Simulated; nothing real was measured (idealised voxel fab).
process module | voxel ribs on slabs
cross-section cut | 290 nm wide | cells 5 nm
A cross-section is a grid of square cells, given in bands from the top down. A band is one or more rows of cells.
Each band's line starts with the height of the band's top and of its bottom, in nm. Then come its materials from left to right, each with its width in nm. One material with "throughout" fills the band from edge to edge. "air" is empty space.
Height 0 is the level under which the wafer as received is all one material. The lowest band goes on downwards, as in "0 down".
A width such as "30 to 40" changes by the same amount from each row of cells to the next, from the band's top row to its bottom row.
"no change" after a step means that no cell of the cross-section changed.
closed voids: empty space of 8 cells or more with no open way to the top, each as width x height at its distance from the left edge, in nm
after a step's settings: what the simulator itself notes on the step
overlay nm, on a step with a mask: how far to the right of its planned place the mask lay; to the left if negative
plan
1 op RECEIVE | material Si
2 op DIRECTIONAL_DEP | material SiO2 | thk nm 20
3 op DIRECTIONAL_DEP | material SiN | thk nm 15
4 op PATTERN | tone cover | mask id RIB | material resist | width nm 30 | thk nm 20 | overlay nm 0
5 op DIRECTIONAL_ETCH | etch materials SiN | depth nm 10
6 op STRIP | etch materials resist
7 op PATTERN | tone cover | mask id SLAB | material resist | width nm 60 | thk nm 20 | overlay nm 0
8 op DIRECTIONAL_ETCH | etch materials SiN | depth nm 5
9 op STRIP | etch materials resist
10 op FILL_DEP | material SiO2 | thk nm 25
11 op CMP | height nm 55
12 op DIRECTIONAL_DEP | material TiN | thk nm 5
13 op DIRECTIONAL_DEP | material aC | thk nm 15
14 op PATTERN | tone cover | mask id HEATER | material resist | width nm 40 | thk nm 30 | overlay nm 0
15 op DIRECTIONAL_ETCH | etch materials aC | depth nm 15
16 op STRIP | etch materials resist
17 op DIRECTIONAL_ETCH | etch materials TiN | depth nm 5
18 op STRIP | etch materials aC
19 op CONFORMAL_DEP | material SiN | thk nm 5
as received, after step 1
  0 down: Si throughout
  closed voids: none
first wafer at the end, as planned
  65 to 60: air 120 | SiN 50 | air 120
  60 to 55: SiN 125 | TiN 40 | SiN 125
  55 to 35: SiO2 throughout
  35 to 25: SiO2 130 | SiN 30 | SiO2 130
  25 to 20: SiO2 115 | SiN 60 | SiO2 115
  20 to 0: SiO2 throughout
  0 down: Si throughout
  closed voids: none
second wafer at the end: like start, like plan, one mistake
  60 to 55: air 125 | TiN 40 | air 125
  55 to 35: SiO2 throughout
  35 to 25: SiO2 130 | SiN 30 | SiO2 130
  25 to 20: SiO2 115 | SiN 60 | SiO2 115
  20 to 0: SiO2 throughout
  0 down: Si throughout
  closed voids: none
what went wrong: step 19 was left out
at the end the second wafer has, in cells: 60 fewer of SiN
